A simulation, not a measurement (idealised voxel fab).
voxel double patterning: a process module
The cross-section shown here is cut; it is 200 nm wide and divided into square cells measuring 5 nm on a side.
We lay out every cross-section as a grid of square cells and spell it out in bands from the top down, where one band means one or more rows of cells. Read a band's entry like this: the first values are the height of its top and the height of its bottom in nm, and what follows is the sequence of materials from left to right, each with its width in nm. Note that "air" is empty space, and that a single material marked "full width" reaches across the band from edge to edge. Heights are reckoned from 0. Under this level, the received wafer is all of one material. The bottommost band is open-ended downward, for example "z 0 and below". Width: "30 to 40" (first number = top row, second number = bottom row, same change from row to row of cells). "identical to before" after a step means that no cell of the cross-section changed. "Sealed void listing" specifies each empty space that is not open to the top and that occupies no fewer than 8 cells, using the form width x height at distance, the distance measured from the left edge and all three quantities in nm. Where a step's line continues beyond its settings, the continuation is a remark by the simulator itself on that step. "overlay nm" denotes, for a step that has a mask, the displacement of the mask to the right of its planned place, with negative values corresponding to the left.
[Planned process steps]
1,RECEIVE: material Si
2,CONFORMAL_DEP: material SiO2, thk nm 10
3,DIRECTIONAL_DEP: material polySi, thk nm 20
4,DIRECTIONAL_DEP: material SiN, thk nm 5
5,MASKED_ETCH: tone open, mask id FIRST, width nm 15, pitch nm 50, etch materials SiN, depth nm 5, overlay nm 0
6,PATTERN: tone open, mask id SECOND, material resist, width nm 15, pitch nm 50, thk nm 15, overlay nm -15
7,DIRECTIONAL_ETCH: etch materials SiN, depth nm 5
8,STRIP: etch materials resist
9,DIRECTIONAL_ETCH: etch materials polySi, depth nm 20
10,STRIP: etch materials SiN
For clarity, it should be stated that the wafers under discussion commence in an identical condition and differ with respect to the overlay nm of step 6, the plan indicating the value that the first wafer had.
[Cross-section, first of several wafers, as delivered after step 1]
- z 0 and below: Si full width
- Sealed void listing: none
[First of several wafers, sectioned at end of module (last step: step 10)]
- z 30 to 10: polySi=40, then air=25, then polySi=25, then air=25, then polySi=25, then air=15, then polySi=45
- z 10 to 0: SiO2 full width
- z 0 and below: Si full width
- Sealed void listing: none
[Cross-sectional depiction of the last of several wafers upon completion of the module]
- z 30 to 10: polySi=40, then air=15, then polySi=25, then air=25, then polySi=25, then air=25, then polySi=45
- z 10 to 0: SiO2 full width
- z 0 and below: Si full width
- Sealed void listing: none
[The following table contains a row per wafer, in which are reported, at the conclusion of the module, the cells of each material gained (+) or lost (-) since the wafer's receipt, with its closed voids given thereafter]
overlay nm -15; +80 SiO2; +108 polySi; Sealed void listing: none
overlay nm -10; +80 SiO2; +100 polySi; Sealed void listing: none
overlay nm -5; +80 SiO2; +100 polySi; Sealed void listing: none
overlay nm 0; +80 SiO2; +100 polySi; Sealed void listing: none
overlay nm 5; +80 SiO2; +100 polySi; Sealed void listing: none
overlay nm 10; +80 SiO2; +100 polySi; Sealed void listing: none
overlay nm 15; +80 SiO2; +108 polySi; Sealed void listing: none
